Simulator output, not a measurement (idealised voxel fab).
This is a process module. Its name is voxel double patterning.
Xsec cut, 170 nm wide, square cell size 5 nm.
Bands, listed from the top down, are how a cross-section gets written in this document; the cross-section itself is a grid of square cells, and a band is one or more rows of them.
Heads up on the band format: heights come first, top then bottom, in nm. After that it's the materials left to right, each with its width in nm. A single material flagged "all across" fills the whole band edge to edge, and "air" means there's empty space there.
Height is counted from the level 0, under which the received wafer is composed throughout of one material. The lowest of the bands is not closed at the bottom but continues downward, in the notation "0 nm and below".
Quick explanation for "30 to 40": the width changes in equal steps down the rows of cells, from the first number in the band's top row to the second number in its bottom row.
"no change occurred" after a step means that no cell of the cross-section changed.
This entry, "Closed cavities", enumerates those empty regions of no fewer than 8 cells that possess no open connection to the top. Each region is reported in the form width x height at distance, the distance being taken from the left edge, with all three quantities expressed in nm.
Note: text after step settings on the step line = simulator remark on that step.
overlay nm: where the mask lay relative to plan, measured to the right, on steps with a mask; negatives go left.

## The steps planned for the process are as follows
1,RECEIVE,material Si
2,CONFORMAL_DEP,material SiO2,thk nm 5
3,DIRECTIONAL_DEP,material TiN,thk nm 20
4,DIRECTIONAL_DEP,material SiN,thk nm 10
5,MASKED_ETCH,tone open,mask id FIRST,width nm 15,pitch nm 50,etch materials SiN,depth nm 10,overlay nm 0
6,DIRECTIONAL_DEP,material aC,thk nm 10
7,PATTERN,tone open,mask id SECOND,material resist,width nm 15,thk nm 30,overlay nm 0
8,DIRECTIONAL_ETCH,etch materials aC,depth nm 10
9,STRIP,etch materials resist
10,DIRECTIONAL_ETCH,etch materials SiN,depth nm 10
11,STRIP,etch materials aC
12,DIRECTIONAL_ETCH,etch materials TiN,depth nm 20
13,STRIP,etch materials SiN

## The first of a set of two wafers, run to plan

## As received (post step 1): cross-section
  0 nm and below = Si all across
  Closed cavities: none

## The wafer in cross-section once step 2 is complete
  5 nm to 0 nm = SiO2 all across
  At heights below 0, the structure remains unaltered.

## The wafer in cross-section once step 3 is complete
  25 nm to 5 nm = TiN all across
  At heights below 5, the structure remains unaltered.

## The wafer in cross-section once step 4 is complete
  35 nm to 25 nm = SiN all across
  At heights below 25, the structure remains unaltered.

## The wafer in cross-section once step 5 is complete
  35 nm to 25 nm = SiN (50), then air (15), then SiN (35), then air (15), then SiN (55)
  At heights below 25, the structure remains unaltered.

## The wafer in cross-section once step 6 is complete
  45 nm to 35 nm = aC (50), then air (15), then aC (35), then air (15), then aC (55)
  35 nm to 25 nm = SiN (50), then aC (15), then SiN (35), then aC (15), then SiN (55)
  At heights below 25, the structure remains unaltered.

## The wafer in cross-section once step 7 is complete
  75 nm to 45 nm = resist (75), then air (15), then resist (80)
  45 nm to 35 nm = aC (50), then resist (15), then aC (35), then resist (15), then aC (55)
  At heights below 35, the structure remains unaltered.

## The wafer in cross-section once step 8 is complete
  65 nm to 45 nm = resist (75), then air (15), then resist (80)
  45 nm to 35 nm = aC (50), then resist (15), then aC (10), then air (15), then aC (10), then resist (15), then aC (55)
  At heights below 35, the structure remains unaltered.

## The wafer in cross-section once step 9 is complete
  45 nm to 35 nm = aC (50), then air (15), then aC (10), then air (15), then aC (10), then air (15), then aC (55)
  At heights below 35, the structure remains unaltered.

## The wafer in cross-section once step 10 is complete
  45 nm to 35 nm = aC (50), then air (15), then aC (10), then air (15), then aC (10), then air (15), then aC (55)
  35 nm to 25 nm = SiN (50), then aC (15), then SiN (10), then air (15), then SiN (10), then aC (15), then SiN (55)
  At heights below 25, the structure remains unaltered.

## The wafer in cross-section once step 11 is complete
  35 nm to 25 nm = SiN (50), then air (15), then SiN (10), then air (15), then SiN (10), then air (15), then SiN (55)
  At heights below 25, the structure remains unaltered.

## The wafer in cross-section once step 12 is complete
  35 nm to 25 nm = SiN (50), then air (15), then SiN (10), then air (15), then SiN (10), then air (15), then SiN (55)
  25 nm to 5 nm = TiN (50), then air (15), then TiN (10), then air (15), then TiN (10), then air (15), then TiN (55)
  At heights below 5, the structure remains unaltered.

## The wafer in cross-section once step 13 is complete
  25 nm to 5 nm = TiN (50), then air (15), then TiN (10), then air (15), then TiN (10), then air (15), then TiN (55)
  At heights below 5, the structure remains unaltered.

## Wafer two. Identical start, identical plan. One mistake in execution. Identical history through step 6

## Cross-section, second wafer, at the end time the plan gives for step 7
  75 nm to 45 nm = resist (85), then air (15), then resist (70)
  45 nm to 35 nm = aC (50), then resist (15), then aC (35), then resist (15), then aC (55)
  At heights below 35, the structure remains unaltered.

## Cross-section, second wafer, at the end time the plan gives for step 8
  65 nm to 45 nm = resist (85), then air (15), then resist (70)
  45 nm to 35 nm = aC (50), then resist (15), then aC (20), then air (15), then resist (15), then aC (55)
  At heights below 35, the structure remains unaltered.

## Cross-section, second wafer, at the end time the plan gives for step 9
  45 nm to 35 nm = aC (50), then air (15), then aC (20), then air (30), then aC (55)
  At heights below 35, the structure remains unaltered.

## Cross-section, second wafer, at the end time the plan gives for step 10
  45 nm to 35 nm = aC (50), then air (15), then aC (20), then air (30), then aC (55)
  35 nm to 25 nm = SiN (50), then aC (15), then SiN (20), then air (15), then aC (15), then SiN (55)
  At heights below 25, the structure remains unaltered.

## Cross-section, second wafer, at the end time the plan gives for step 11
  35 nm to 25 nm = SiN (50), then air (15), then SiN (20), then air (30), then SiN (55)
  At heights below 25, the structure remains unaltered.

## Cross-section, second wafer, at the end time the plan gives for step 12
  35 nm to 25 nm = SiN (50), then air (15), then SiN (20), then air (30), then SiN (55)
  25 nm to 5 nm = TiN (50), then air (15), then TiN (20), then air (30), then TiN (55)
  At heights below 5, the structure remains unaltered.

## Cross-section, second wafer, at the end time the plan gives for step 13
  25 nm to 5 nm = TiN (50), then air (15), then TiN (20), then air (30), then TiN (55)
  At heights below 5, the structure remains unaltered.
Finding, execution versus plan: step 7 off recipe, ran as PATTERN,tone open,mask id SECOND,material resist,width nm 15,thk nm 30,overlay nm 10
At the end, the second wafer has the same number of cells of each material as the first, but those cells sit in other places.
